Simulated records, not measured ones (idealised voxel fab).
process module | voxel self aligned contacts
cross-section cut | 235 nm wide | cells 5 nm
A cross-section is a grid of square cells, given in bands from the top down. A band is one or more rows of cells.
Each band's line starts with the height of the band's top and of its bottom, in nm. Then come its materials from left to right, each with its width in nm. One material with "throughout" fills the band from edge to edge. "air" is empty space.
Height 0 is the level under which the wafer as received is all one material. The lowest band goes on downwards, as in "0 down".
A width such as "30 to 40" changes by the same amount from each row of cells to the next, from the band's top row to its bottom row.
"no change" after a step means that no cell of the cross-section changed.
closed voids: empty space of 8 cells or more with no open way to the top, each as width x height at its distance from the left edge, in nm
after a step's settings: what the simulator itself notes on the step
overlay nm, on a step with a mask: how far to the right of its planned place the mask lay; to the left if negative
plan
1 op RECEIVE | material Si
2 op OXIDIZE | depth nm 5
3 op DIRECTIONAL_DEP | material polySi | thk nm 30
4 op DIRECTIONAL_DEP | material SiN | thk nm 20
5 op PATTERN | tone cover | mask id GATE | material resist | width nm 30 | pitch nm 70 | thk nm 15 | overlay nm -15
6 op DIRECTIONAL_ETCH | etch materials SiN | depth nm 20
7 op DIRECTIONAL_ETCH | etch materials polySi | depth nm 30
8 op STRIP | etch materials resist
9 op CONFORMAL_DEP | material SiN | thk nm 10
10 op DIRECTIONAL_ETCH | etch materials SiN | depth nm 10
11 op FILL_DEP | material SiO2 | thk nm 20
12 op CMP | height nm 60
13 op DIRECTIONAL_DEP | material aC | thk nm 15
14 op PATTERN | tone open | mask id CONTACT | material resist | width nm 50 | pitch nm 70 | thk nm 30 | overlay nm 0
15 op DIRECTIONAL_ETCH | etch materials aC | depth nm 15
16 op STRIP | etch materials resist
17 op DIRECTIONAL_ETCH | etch materials SiO2 | depth nm 65
18 op STRIP | etch materials aC
19 op CONFORMAL_DEP | material TiN | thk nm 5
20 op FILL_DEP | material W | thk nm 5
21 op CMP | height nm 60
22 op CONFORMAL_DEP | material SiCN | thk nm 5
varied across the wafers: overlay nm of step 5. The plan shows the first wafer's value. All wafers start alike
first wafer as received, after step 1
  0 down: Si throughout
  closed voids: none
first wafer at the end, after step 22
  65 to 60: SiCN throughout
  60 to 50: SiO2 55 | TiN 5 | W 40 to 10 | TiN 5 to 35 | SiO2 20 | TiN 5 | W 40 to 10 | TiN 5 to 35 | SiO2 60
  50 to 30: SiO2 5 | SiN 50 | TiN 5 | W 10 | TiN 5 | SiN 50 | TiN 5 | W 10 | TiN 5 | SiN 50 | SiO2 40
  30 to 0: SiO2 5 | SiN 10 | polySi 30 | SiN 10 | TiN 5 | W 10 | TiN 5 | SiN 10 | polySi 30 | SiN 10 | TiN 5 | W 10 | TiN 5 | SiN 10 | polySi 30 | SiN 10 | SiO2 40
  0 to -5: SiO2 55 | TiN 20 | SiO2 50 | TiN 20 | SiO2 90
  -5 down: Si throughout
  closed voids: none
last wafer at the end
  65 to 60: SiCN throughout
  60 to 50: SiO2 55 | TiN 5 to 35 | W 40 to 10 | TiN 5 | SiO2 20 | TiN 5 to 35 | W 40 to 10 | TiN 5 | SiO2 60
  50 to 30: SiO2 35 | SiN 50 | TiN 5 | W 10 | TiN 5 | SiN 50 | TiN 5 | W 10 | TiN 5 | SiN 50 | SiO2 10
  30 to 0: SiO2 35 | SiN 10 | polySi 30 | SiN 10 | TiN 5 | W 10 | TiN 5 | SiN 10 | polySi 30 | SiN 10 | TiN 5 | W 10 | TiN 5 | SiN 10 | polySi 30 | SiN 10 | SiO2 10
  0 to -5: SiO2 85 | TiN 20 | SiO2 50 | TiN 20 | SiO2 60
  -5 down: Si throughout
  closed voids: none
each wafer at the end: cells of each material gained (+) or lost (-) since it was received, then its closed voids
overlay nm -15 | -47 Si | +47 SiCN | +192 SiN | +183 SiO2 | +68 TiN | +60 W | +108 polySi | closed voids: none
overlay nm -10 | -47 Si | +47 SiCN | +192 SiN | +183 SiO2 | +68 TiN | +60 W | +108 polySi | closed voids: none
overlay nm -5 | -47 Si | +47 SiCN | +192 SiN | +183 SiO2 | +68 TiN | +60 W | +108 polySi | closed voids: none
overlay nm 0 | -47 Si | +47 SiCN | +192 SiN | +183 SiO2 | +68 TiN | +60 W | +108 polySi | closed voids: none
overlay nm 5 | -47 Si | +47 SiCN | +192 SiN | +183 SiO2 | +68 TiN | +60 W | +108 polySi | closed voids: none
overlay nm 10 | -47 Si | +47 SiCN | +192 SiN | +183 SiO2 | +68 TiN | +60 W | +108 polySi | closed voids: none
overlay nm 15 | -47 Si | +47 SiCN | +192 SiN | +183 SiO2 | +68 TiN | +60 W | +108 polySi | closed voids: none
